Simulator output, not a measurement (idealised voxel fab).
The name of this process module is voxel ribs on slabs.
The figure presents cross-section cut, which has a width of 290 nm and is divided into square cells with an edge length of 5 nm.
Cross-section format: a grid of square cells, given as bands from top to bottom; each band is one or more rows of cells. Band entry format. Leading values: height of top, height of bottom, nm. Remainder: materials in left-to-right order, each with its width in nm. Special words: "everywhere" on a single material, which then fills the band edge to edge; "air", empty space. Measure heights from 0. That's the level where, below it, the as-received wafer is all one material. The lowest band is bottomless and extends downward; write it as in "from 0 down". You'd read "30->40" like this: the band's top row of cells is as wide as the first number, its bottom row is as wide as the second, and going down, every row changes width by the same amount as the row before did. Where the words "no change occurred" appear for a step, the cross-section shows no cell changed by that step; every cell remained as before. "Tabulated closed voids" means: voids of 8 cells or more that are shut off from the top with no open way through. Written width x height at distance, distance from the left edge, in nm. Step line, after settings: the simulator's comment on this step. "overlay nm", when on a step's line for a step with a mask, measures how far to the right of its planned place the mask lay; a negative measure means to the left.

Below is the list of planned process steps:
1 RECEIVE | material Si
2 DIRECTIONAL_DEP | material SiO2 | thk nm 25
3 DIRECTIONAL_DEP | material SiN | thk nm 15
4 DIRECTIONAL_DEP | material aC | thk nm 15
5 PATTERN | tone cover | mask id RIB | material resist | width nm 25 | thk nm 30 | overlay nm 0
6 DIRECTIONAL_ETCH | etch materials aC | depth nm 15
7 STRIP | etch materials resist
8 DIRECTIONAL_ETCH | etch materials SiN | depth nm 10
9 STRIP | etch materials aC
10 DIRECTIONAL_DEP | material aC | thk nm 10
11 PATTERN | tone cover | mask id SLAB | material resist | width nm 85 | thk nm 25 | overlay nm 0
12 DIRECTIONAL_ETCH | etch materials aC | depth nm 10
13 STRIP | etch materials resist
14 DIRECTIONAL_ETCH | etch materials SiN | depth nm 5
15 STRIP | etch materials aC
16 FILL_DEP | material SiO2 | thk nm 15
17 CMP | height nm 50
18 DIRECTIONAL_DEP | material TiN | thk nm 10
19 DIRECTIONAL_DEP | material aC | thk nm 15
20 PATTERN | tone cover | mask id HEATER | material resist | width nm 35 | thk nm 30 | overlay nm 0
21 DIRECTIONAL_ETCH | etch materials aC | depth nm 15
22 STRIP | etch materials resist
23 DIRECTIONAL_ETCH | etch materials TiN | depth nm 10
24 STRIP | etch materials aC
25 CONFORMAL_DEP | material SiN | thk nm 10

Delivered wafer in cross-section: state after step 1:
    from 0 down | Si everywhere
    Tabulated closed voids: none

Module complete, cross-section. Starting point and plan per above. One mistake made in running the module:
    from 60 to 50 | 125 of air, then 35 of TiN, then 130 of air
    from 50 to 40 | SiO2 everywhere
    from 40 to 30 | 130 of SiO2, then 25 of SiN, then 135 of SiO2
    from 30 to 25 | 100 of SiO2, then 85 of SiN, then 105 of SiO2
    from 25 to 0 | SiO2 everywhere
    from 0 down | Si everywhere
    Tabulated closed voids: none
It is concluded that the wafer was processed incorrectly with respect to the plan, in that step 25 from the plan never happened, it was just skipped
